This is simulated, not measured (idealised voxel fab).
process module | voxel air gaps
cross-section cut | 215 nm wide | cells 5 nm
A cross-section is a grid of square cells, given in bands from the top down. A band is one or more rows of cells.
Each band's line starts with the height of the band's top and of its bottom, in nm. Then come its materials from left to right, each with its width in nm. One material with "throughout" fills the band from edge to edge. "air" is empty space.
Height 0 is the level under which the wafer as received is all one material. The lowest band goes on downwards, as in "0 down".
A width such as "30 to 40" changes by the same amount from each row of cells to the next, from the band's top row to its bottom row.
"no change" after a step means that no cell of the cross-section changed.
closed voids: empty space of 8 cells or more with no open way to the top, each as width x height at its distance from the left edge, in nm
after a step's settings: what the simulator itself notes on the step
overlay nm, on a step with a mask: how far to the right of its planned place the mask lay; to the left if negative
plan
1 op RECEIVE | material Si
2 op CONFORMAL_DEP | material SiO2 | thk nm 15
3 op CONFORMAL_DEP | material SiCN | thk nm 5
4 op DIRECTIONAL_DEP | material SiO2 | thk nm 30
5 op PATTERN | tone open | mask id LINES | material resist | width nm 15 | pitch nm 45 | thk nm 20 | overlay nm 0
6 op DIRECTIONAL_ETCH | etch materials SiO2 | depth nm 30
7 op STRIP | etch materials resist
8 op CONFORMAL_DEP | material TiN | thk nm 5
9 op FILL_DEP | material W | thk nm 5
10 op CMP | height nm 50
11 op EPI | material Ru | thk nm 10
12 op SELECTIVE_ETCH | etch materials SiO2 | depth nm 40
13 op CONFORMAL_DEP | material SiCN | thk nm 5
as received, after step 1
  0 down: Si throughout
  closed voids: none
first wafer at the end, as planned
  65 to 60: air 15 | SiCN 180 | air 20
  60 to 50: air 15 | SiCN 5 | Ru 35 | SiCN 10 | Ru 35 | SiCN 10 | Ru 35 | SiCN 10 | Ru 35 | SiCN 5 | air 20
  50 to 45: air 15 | SiCN 15 | TiN 5 | W 5 | TiN 5 | SiCN 30 | TiN 5 | W 5 | TiN 5 | SiCN 30 | TiN 5 | W 5 | TiN 5 | SiCN 30 | TiN 5 | W 5 | TiN 5 | SiCN 15 | air 20
  45 to 25: air 25 | SiCN 5 | TiN 5 | W 5 | TiN 5 | SiCN 5 | air 20 | SiCN 5 | TiN 5 | W 5 | TiN 5 | SiCN 5 | air 20 | SiCN 5 | TiN 5 | W 5 | TiN 5 | SiCN 5 | air 20 | SiCN 5 | TiN 5 | W 5 | TiN 5 | SiCN 5 | air 30
  25 to 20: SiCN 30 | TiN 15 | SiCN 30 | TiN 15 | SiCN 30 | TiN 15 | SiCN 30 | TiN 15 | SiCN 35
  20 to 15: SiCN throughout
  15 to 0: SiO2 throughout
  0 down: Si throughout
  closed voids: 20 x 20 at 50; 20 x 20 at 95; 20 x 20 at 140
second wafer at the end: like start, like plan, one mistake
  65 to 60: SiCN throughout
  60 to 50: Ru throughout
  50 to 45: TiN 35 | W 5 | TiN 40 | W 5 | TiN 40 | W 5 | TiN 40 | W 5 | TiN 40
  45 to 20: SiO2 30 | TiN 5 | W 5 | TiN 5 | SiO2 30 | TiN 5 | W 5 | TiN 5 | SiO2 30 | TiN 5 | W 5 | TiN 5 | SiO2 30 | TiN 5 | W 5 | TiN 5 | SiO2 35
  20 to 15: SiO2 30 | TiN 15 | SiO2 30 | TiN 15 | SiO2 30 | TiN 15 | SiO2 30 | TiN 15 | SiO2 35
  15 to 0: SiO2 throughout
  0 down: Si throughout
  closed voids: none
what went wrong: step 3 was left out
at the end the second wafer has, in cells: 30 more of Ru | 139 fewer of SiCN | 186 more of SiO2 | 39 more of TiN | 4 more of W
closed voids at the end (first wafer, second wafer): 3, 0
